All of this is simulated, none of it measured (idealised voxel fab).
You're looking at the process module voxel released beams.
We display cut, a cross-section 225 nm in width whose square cells are each 5 nm.
Bands, listed from the top down, are how a cross-section gets written in this document; the cross-section itself is a grid of square cells, and a band is one or more rows of them. It is stipulated that each band's entry specify, in nanometres, the height of the top of the band and then that of its bottom, followed by the materials of the band in left-to-right sequence, each together with its width in nanometres. A single material marked by the word "all across" is understood to fill the band from edge to edge; the word "air" is understood to denote empty space. Ref level 0: as-received wafer is one material below here. Bottom band extends down with no lower bound ("0 and below"). A width such as "30->40" changes by the same amount from each row of cells to the next, from the band's top row to its bottom row. Key: "remains unaltered" - step with no changed cell in the cross-section. Voids not open to the top, 8 cells minimum: see "Sealed voids". Written width x height at distance; distance is from the left edge; nm. Past the settings on a step's line: simulator remark, on that step. If you see "overlay nm" on a step's line and that step has a mask, it's telling you how far right of where it was planned the mask ended up; a negative number means it went left instead.
### Set out below are the planned steps of the process
1,RECEIVE,material Si
2,CONFORMAL_DEP,material Al2O3,thk nm 5
3,DIRECTIONAL_DEP,material SiO2,thk nm 20
4,MASKED_ETCH,tone open,mask id ANCHOR,width nm 40,etch materials SiO2,depth nm 20,overlay nm 0
5,CONFORMAL_DEP,material SiN,thk nm 15
6,MASKED_ETCH,tone cover,mask id BEAM,width nm 120,etch materials SiN,depth nm 15,overlay nm 0
7,STRIP,etch materials SiO2
### So this is the incoming wafer in cross-section - it's already been through step 1
- 0 and below: Si all across
- Sealed voids: none
### Look at the cross-section after the module: the wafer started out the way shown above and the plan was the one shown above, yet one mistake was made along the way
- 40 down to 25: air 50 nm | SiN 120 nm | air 55 nm
- 25 down to 20: Al2O3 all across
- 20 down to 0: SiO2 all across
- 0 and below: Si all across
- Sealed voids: none
Deviation noted in wafer processing: the intended sequence of steps 2 and 3 was reversed during processing, with each occupying the position of the other
